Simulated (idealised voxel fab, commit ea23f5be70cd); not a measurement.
process module | voxel fin reveal
cross-section cut | 230 nm wide | cells 5 nm
A cross-section is a grid of square cells, given in bands from the top down. A band is one or more rows of cells.
Each band's line starts with the height of the band's top and of its bottom, in nm. Then come its materials from left to right, each with its width in nm. One material with "throughout" fills the band from edge to edge. "air" is empty space.
Height 0 is the level under which the wafer as received is all one material. The lowest band goes on downwards, as in "0 down".
A width such as "30 to 40" changes by the same amount from each row of cells to the next, from the band's top row to its bottom row.
"no change" after a step means that no cell of the cross-section changed.
closed voids: empty space of 8 cells or more with no open way to the top, each as width x height at its distance from the left edge, in nm
after a step's settings: what the simulator itself notes on the step
overlay nm, on a step with a mask: how far to the right of its planned place the mask lay; to the left if negative
plan
1 op RECEIVE | material Si
2 op CONFORMAL_DEP | material SiN | thk nm 5
3 op DIRECTIONAL_DEP | material aC | thk nm 15
4 op PATTERN | tone cover | mask id FINS | material resist | width nm 15 | pitch nm 35 | thk nm 35 | overlay nm -15
5 op DIRECTIONAL_ETCH | etch materials aC | depth nm 15
6 op STRIP | etch materials resist
7 op DIRECTIONAL_ETCH | etch materials SiN | depth nm 5
8 op DIRECTIONAL_ETCH | etch materials Si | depth nm 30
9 op STRIP | etch materials aC
10 op FILL_DEP | material SiO2 | thk nm 10
11 op CMP | height nm 5
12 op SELECTIVE_ETCH | etch materials SiO2 | depth nm 25
13 op STRIP | etch materials SiN
14 op CONFORMAL_DEP | material HfO2 | thk nm 5
varied across the wafers: overlay nm of step 4. The plan shows the first wafer's value. All wafers start alike
first wafer as received, after step 1
  0 down: Si throughout
  closed voids: none
first wafer at the end, after step 14
  5 to 0: air 50 | HfO2 25 | air 10 | HfO2 25 | air 10 | HfO2 25 | air 85
  0 to -15: air 50 | HfO2 5 | Si 15 | HfO2 5 | air 10 | HfO2 5 | Si 15 | HfO2 5 | air 10 | HfO2 5 | Si 15 | HfO2 5 | air 85
  -15 to -20: HfO2 55 | Si 15 | HfO2 20 | Si 15 | HfO2 20 | Si 15 | HfO2 90
  -20 to -30: SiO2 55 | Si 15 | SiO2 20 | Si 15 | SiO2 20 | Si 15 | SiO2 90
  -30 down: Si throughout
  closed voids: none
last wafer at the end
  5 to 0: air 80 | HfO2 25 | air 10 | HfO2 25 | air 10 | HfO2 25 | air 55
  0 to -15: air 80 | HfO2 5 | Si 15 | HfO2 5 | air 10 | HfO2 5 | Si 15 | HfO2 5 | air 10 | HfO2 5 | Si 15 | HfO2 5 | air 55
  -15 to -20: HfO2 85 | Si 15 | HfO2 20 | Si 15 | HfO2 20 | Si 15 | HfO2 60
  -20 to -30: SiO2 85 | Si 15 | SiO2 20 | Si 15 | SiO2 20 | Si 15 | SiO2 60
  -30 down: Si throughout
  closed voids: none
each wafer at the end: cells of each material gained (+) or lost (-) since it was received, then its closed voids
overlay nm -15 | +70 HfO2 | -222 Si | +74 SiO2 | closed voids: none
overlay nm -10 | +70 HfO2 | -222 Si | +74 SiO2 | closed voids: none
overlay nm -5 | +70 HfO2 | -222 Si | +74 SiO2 | closed voids: none
overlay nm 0 | +70 HfO2 | -222 Si | +74 SiO2 | closed voids: none
overlay nm 5 | +70 HfO2 | -222 Si | +74 SiO2 | closed voids: none
overlay nm 10 | +70 HfO2 | -222 Si | +74 SiO2 | closed voids: none
overlay nm 15 | +70 HfO2 | -222 Si | +74 SiO2 | closed voids: none
